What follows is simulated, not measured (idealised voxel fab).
Herein follows the process module entitled voxel self aligned vias.
Section cut is 280 nm wide and gridded with 5 nm square cells.
This document writes a cross-section as a grid whose cells are square, and gives it as bands, listed from the top down; one or more rows of cells form a band. Band: top height; bottom height; in nm. Then, left to right: material with width in nm, for each material. "full width": a single material spanning edge to edge. "air": empty space. Height datum 0, below which the as-received substrate wafer is one material. Lowest band open at the bottom, running downward: "0 -> down". The width entry "30 to 40" should be interpreted row by row: the top row of cells in the band takes the first number, the bottom row takes the second number, and the change between adjacent rows is uniform throughout. Step marked "identical to before"? Then no cell in the cross-section changed in it. This entry, "Enclosed cavity list", enumerates those empty regions of no fewer than 8 cells that possess no open connection to the top. Each region is reported in the form width x height at distance, the distance being taken from the left edge, with all three quantities expressed in nm. Formally, on a step line, whatever follows the settings is a remark that the simulator itself makes on the step. overlay nm: mask right of planned place by this much (step with mask). Neg. = left.
[So here's the lineup of process steps we planned]
1. RECEIVE | material Si
2. CONFORMAL_DEP | material SiO2 | thk nm 10
3. CONFORMAL_DEP | material SiCN | thk nm 5
4. DIRECTIONAL_DEP | material SiO2 | thk nm 30
5. MASKED_ETCH | tone open | mask id LINES | width nm 25 | pitch nm 75 | etch materials SiO2 | depth nm 30 | overlay nm 0
6. CONFORMAL_DEP | material TiN | thk nm 5
7. FILL_DEP | material W | thk nm 10
8. CMP | height nm 45
9. SELECTIVE_ETCH | etch materials W Ru TiN | depth nm 5
10. FILL_DEP | material SiN | thk nm 10
11. CMP | height nm 45
12. DIRECTIONAL_DEP | material SiO2 | thk nm 15
13. PATTERN | tone open | mask id VIAS | material resist | width nm 45 | thk nm 20 | overlay nm 0
14. DIRECTIONAL_ETCH | etch materials SiO2 | depth nm 15
15. DIRECTIONAL_ETCH | etch materials SiN | depth nm 5
16. STRIP | etch materials resist
17. CONFORMAL_DEP | material TiN | thk nm 5
18. FILL_DEP | material Cu | thk nm 10
19. CMP | height nm 60
20. CONFORMAL_DEP | material SiCN | thk nm 5
[On the first of the two wafers: run conducted according to plan]
[Wafer at receipt (post step 1), cross-section]
0 -> down | Si full width
Enclosed cavity list: none
[Cross-section through the wafer, step 2 finished]
10 -> 0 | SiO2 full width
All layers under 0 are left as they were.
[Cross-section through the wafer, step 3 finished]
15 -> 10 | SiCN full width
All layers under 10 are left as they were.
[Cross-section through the wafer, step 4 finished]
45 -> 15 | SiO2 full width
All layers under 15 are left as they were.
[Cross-section through the wafer, step 5 finished]
45 -> 15 | 90 of SiO2, 25 of air, 50 of SiO2, 25 of air, 90 of SiO2
All layers under 15 are left as they were.
[Cross-section through the wafer, step 6 finished]
50 -> 45 | 95 of TiN, 15 of air, 60 of TiN, 15 of air, 95 of TiN
45 -> 20 | 90 of SiO2, 5 of TiN, 15 of air, 5 of TiN, 50 of SiO2, 5 of TiN, 15 of air, 5 of TiN, 90 of SiO2
20 -> 15 | 90 of SiO2, 25 of TiN, 50 of SiO2, 25 of TiN, 90 of SiO2
All layers under 15 are left as they were.
[Cross-section through the wafer, step 7 finished]
60 -> 50 | W full width
50 -> 45 | 95 of TiN, 15 of W, 60 of TiN, 15 of W, 95 of TiN
45 -> 20 | 90 of SiO2, 5 of TiN, 15 of W, 5 of TiN, 50 of SiO2, 5 of TiN, 15 of W, 5 of TiN, 90 of SiO2
All layers under 20 are left as they were.
[Cross-section through the wafer, step 8 finished]
45 -> 20 | 90 of SiO2, 5 of TiN, 15 of W, 5 of TiN, 50 of SiO2, 5 of TiN, 15 of W, 5 of TiN, 90 of SiO2
All layers under 20 are left as they were.
[Cross-section through the wafer, step 9 finished]
45 -> 40 | 90 of SiO2, 25 of air, 50 of SiO2, 25 of air, 90 of SiO2
All layers under 40 are left as they were.
[Cross-section through the wafer, step 10 finished]
55 -> 45 | SiN full width
45 -> 40 | 90 of SiO2, 25 of SiN, 50 of SiO2, 25 of SiN, 90 of SiO2
All layers under 40 are left as they were.
[Cross-section through the wafer, step 11 finished]
45 -> 40 | 90 of SiO2, 25 of SiN, 50 of SiO2, 25 of SiN, 90 of SiO2
All layers under 40 are left as they were.
[Cross-section through the wafer, step 12 finished]
60 -> 45 | SiO2 full width
All layers under 45 are left as they were.
[Cross-section through the wafer, step 13 finished]
80 -> 60 | 80 of resist, 45 of air, 155 of resist
All layers under 60 are left as they were.
[Cross-section through the wafer, step 14 finished]
80 -> 60 | 80 of resist, 45 of air, 155 of resist
60 -> 45 | 80 of SiO2, 45 of air, 155 of SiO2
All layers under 45 are left as they were.
[Cross-section through the wafer, step 15 finished]
80 -> 60 | 80 of resist, 45 of air, 155 of resist
60 -> 45 | 80 of SiO2, 45 of air, 155 of SiO2
45 -> 40 | 90 of SiO2, 25 of air, 50 of SiO2, 25 of SiN, 90 of SiO2
All layers under 40 are left as they were.
[Cross-section through the wafer, step 16 finished]
60 -> 45 | 80 of SiO2, 45 of air, 155 of SiO2
All layers under 45 are left as they were.
[Cross-section through the wafer, step 17 finished]
65 -> 60 | 85 of TiN, 35 of air, 160 of TiN
60 -> 50 | 80 of SiO2, 5 of TiN, 35 of air, 5 of TiN, 155 of SiO2
50 -> 45 | 80 of SiO2, 15 of TiN, 15 of air, 15 of TiN, 155 of SiO2
45 -> 40 | 90 of SiO2, 25 of TiN, 50 of SiO2, 25 of SiN, 90 of SiO2
All layers under 40 are left as they were.
[Cross-section through the wafer, step 18 finished]
75 -> 65 | Cu full width
65 -> 60 | 85 of TiN, 35 of Cu, 160 of TiN
60 -> 50 | 80 of SiO2, 5 of TiN, 35 of Cu, 5 of TiN, 155 of SiO2
50 -> 45 | 80 of SiO2, 15 of TiN, 15 of Cu, 15 of TiN, 155 of SiO2
All layers under 45 are left as they were.
[Cross-section through the wafer, step 19 finished]
60 -> 50 | 80 of SiO2, 5 of TiN, 35 of Cu, 5 of TiN, 155 of SiO2
All layers under 50 are left as they were.
[Cross-section through the wafer, step 20 finished]
65 -> 60 | SiCN full width
All layers under 60 are left as they were.
[second wafer: like start, like plan, one mistake. Through step 1 it matches the first wafer]
[Second wafer at the planned finish of step 2, seen in cross-section]
5 -> 0 | SiCN full width
All layers under 0 are left as they were.
[Second wafer at the planned finish of step 3, seen in cross-section]
15 -> 5 | SiO2 full width
All layers under 5 are left as they were.
[Second wafer at the planned finish of step 4, seen in cross-section]
45 -> 5 | SiO2 full width
All layers under 5 are left as they were.
[Second wafer at the planned finish of step 5, seen in cross-section]
45 -> 15 | 90 of SiO2, 25 of air, 50 of SiO2, 25 of air, 90 of SiO2
All layers under 15 are left as they were.
[Second wafer at the planned finish of step 6, seen in cross-section]
50 -> 45 | 95 of TiN, 15 of air, 60 of TiN, 15 of air, 95 of TiN
45 -> 20 | 90 of SiO2, 5 of TiN, 15 of air, 5 of TiN, 50 of SiO2, 5 of TiN, 15 of air, 5 of TiN, 90 of SiO2
20 -> 15 | 90 of SiO2, 25 of TiN, 50 of SiO2, 25 of TiN, 90 of SiO2
All layers under 15 are left as they were.
[Second wafer at the planned finish of step 7, seen in cross-section]
60 -> 50 | W full width
50 -> 45 | 95 of TiN, 15 of W, 60 of TiN, 15 of W, 95 of TiN
45 -> 20 | 90 of SiO2, 5 of TiN, 15 of W, 5 of TiN, 50 of SiO2, 5 of TiN, 15 of W, 5 of TiN, 90 of SiO2
All layers under 20 are left as they were.
[Second wafer at the planned finish of step 8, seen in cross-section]
45 -> 20 | 90 of SiO2, 5 of TiN, 15 of W, 5 of TiN, 50 of SiO2, 5 of TiN, 15 of W, 5 of TiN, 90 of SiO2
All layers under 20 are left as they were.
[Second wafer at the planned finish of step 9, seen in cross-section]
45 -> 40 | 90 of SiO2, 25 of air, 50 of SiO2, 25 of air, 90 of SiO2
All layers under 40 are left as they were.
[Second wafer at the planned finish of step 10, seen in cross-section]
55 -> 45 | SiN full width
45 -> 40 | 90 of SiO2, 25 of SiN, 50 of SiO2, 25 of SiN, 90 of SiO2
All layers under 40 are left as they were.
[Second wafer at the planned finish of step 11, seen in cross-section]
45 -> 40 | 90 of SiO2, 25 of SiN, 50 of SiO2, 25 of SiN, 90 of SiO2
All layers under 40 are left as they were.
[Second wafer at the planned finish of step 12, seen in cross-section]
60 -> 45 | SiO2 full width
All layers under 45 are left as they were.
[Second wafer at the planned finish of step 13, seen in cross-section]
80 -> 60 | 80 of resist, 45 of air, 155 of resist
All layers under 60 are left as they were.
[Second wafer at the planned finish of step 14, seen in cross-section]
80 -> 60 | 80 of resist, 45 of air, 155 of resist
60 -> 45 | 80 of SiO2, 45 of air, 155 of SiO2
All layers under 45 are left as they were.
[Second wafer at the planned finish of step 15, seen in cross-section]
80 -> 60 | 80 of resist, 45 of air, 155 of resist
60 -> 45 | 80 of SiO2, 45 of air, 155 of SiO2
45 -> 40 | 90 of SiO2, 25 of air, 50 of SiO2, 25 of SiN, 90 of SiO2
All layers under 40 are left as they were.
[Second wafer at the planned finish of step 16, seen in cross-section]
60 -> 45 | 80 of SiO2, 45 of air, 155 of SiO2
All layers under 45 are left as they were.
[Second wafer at the planned finish of step 17, seen in cross-section]
65 -> 60 | 85 of TiN, 35 of air, 160 of TiN
60 -> 50 | 80 of SiO2, 5 of TiN, 35 of air, 5 of TiN, 155 of SiO2
50 -> 45 | 80 of SiO2, 15 of TiN, 15 of air, 15 of TiN, 155 of SiO2
45 -> 40 | 90 of SiO2, 25 of TiN, 50 of SiO2, 25 of SiN, 90 of SiO2
All layers under 40 are left as they were.
[Second wafer at the planned finish of step 18, seen in cross-section]
75 -> 65 | Cu full width
65 -> 60 | 85 of TiN, 35 of Cu, 160 of TiN
60 -> 50 | 80 of SiO2, 5 of TiN, 35 of Cu, 5 of TiN, 155 of SiO2
50 -> 45 | 80 of SiO2, 15 of TiN, 15 of Cu, 15 of TiN, 155 of SiO2
All layers under 45 are left as they were.
[Second wafer at the planned finish of step 19, seen in cross-section]
60 -> 50 | 80 of SiO2, 5 of TiN, 35 of Cu, 5 of TiN, 155 of SiO2
All layers under 50 are left as they were.
[Second wafer at the planned finish of step 20, seen in cross-section]
65 -> 60 | SiCN full width
All layers under 60 are left as they were.
What broke from the plan during processing? transposition of steps 2 and 3 relative to the planned sequence
End check, second vs first wafer: material counts in cells match, positions do not.
